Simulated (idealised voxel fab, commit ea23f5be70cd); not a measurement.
Herein follows the process module entitled voxel self aligned contacts.
Section shown: cut. Width: 150 nm. Cell size: 5 nm, square.
A cross-section in this document is a grid of square cells, and it is written down as bands, the top band listed before the ones below it; a band is made up of one or more rows of cells.
First you get the band's top height and its bottom height, in nm, and then the materials it's made of, left to right, with each width in nm. If you see a single material with "all across", that one covers the band edge to edge. "empty" is empty space.
Height is counted from the level 0, under which the received wafer is composed throughout of one material. The lowest of the bands is not closed at the bottom but continues downward, in the notation "0 down".
Note: "30..40" means the width goes from the first number (top row of the band) to the second number (bottom row) in equal steps per row of cells.
Take "everything unchanged" at face value: in the step it is given for, the cross-section changed in none of its cells.
Heads up: "Cavities, sealed" only lists the empty pockets with no open path to the top that are 8 cells or more, and it writes them as width x height at distance, distance from the left edge, in nm.
Past the settings on a step's line: simulator remark, on that step.
What "overlay nm" on a step's line means: if the step has a mask, that mask lay this far to the right of its planned place, or, when the value is negative, to the left.
The following list gives the planned process steps
1) RECEIVE with material Si
2) OXIDIZE with depth nm 5
3) DIRECTIONAL_DEP with material polySi, thk nm 30
4) DIRECTIONAL_DEP with material SiN, thk nm 20
5) MASKED_ETCH with tone cover, mask id GATE, width nm 35, pitch nm 70, etch materials SiN, depth nm 20, overlay nm 0
6) MASKED_ETCH with tone cover, mask id GATE, width nm 35, pitch nm 70, etch materials polySi, depth nm 30, overlay nm 0
7) CONFORMAL_DEP with material SiN, thk nm 5
8) DIRECTIONAL_ETCH with etch materials SiN, depth nm 5
9) FILL_DEP with material SiO2, thk nm 15
10) CMP with height nm 60
11) PATTERN with tone open, mask id CONTACT, material resist, width nm 35, thk nm 20, overlay nm 0
12) DIRECTIONAL_ETCH with etch materials SiO2, depth nm 65
13) STRIP with etch materials resist
14) CONFORMAL_DEP with material TiN, thk nm 5
15) FILL_DEP with material Ru, thk nm 10
16) CMP with height nm 60
17) CONFORMAL_DEP with material SiN, thk nm 5
Variable across wafers: step 11 width nm (plan value is that of the first wafer; starting state common to all).
The first of several wafers in cross-section, exactly as it reached us after step 1
> 0 down | Si all across
> Cavities, sealed: none
Quick key for the table: a row per wafer, taken at the end of the module. For each material it tells you how many cells the wafer gained (+) or lost (-) since it came in, and the closed voids come after
width nm 35; +38 Ru; -30 Si; +126 SiN; +141 SiO2; +31 TiN; +84 polySi; Cavities, sealed: none
width nm 40; +39 Ru; -30 Si; +126 SiN; +139 SiO2; +32 TiN; +84 polySi; Cavities, sealed: none
width nm 45; +40 Ru; -30 Si; +126 SiN; +137 SiO2; +33 TiN; +84 polySi; Cavities, sealed: none
width nm 50; +41 Ru; -30 Si; +126 SiN; +135 SiO2; +34 TiN; +84 polySi; Cavities, sealed: none
width nm 55; +42 Ru; -30 Si; +126 SiN; +133 SiO2; +35 TiN; +84 polySi; Cavities, sealed: none
width nm 60; +43 Ru; -30 Si; +126 SiN; +131 SiO2; +36 TiN; +84 polySi; Cavities, sealed: none
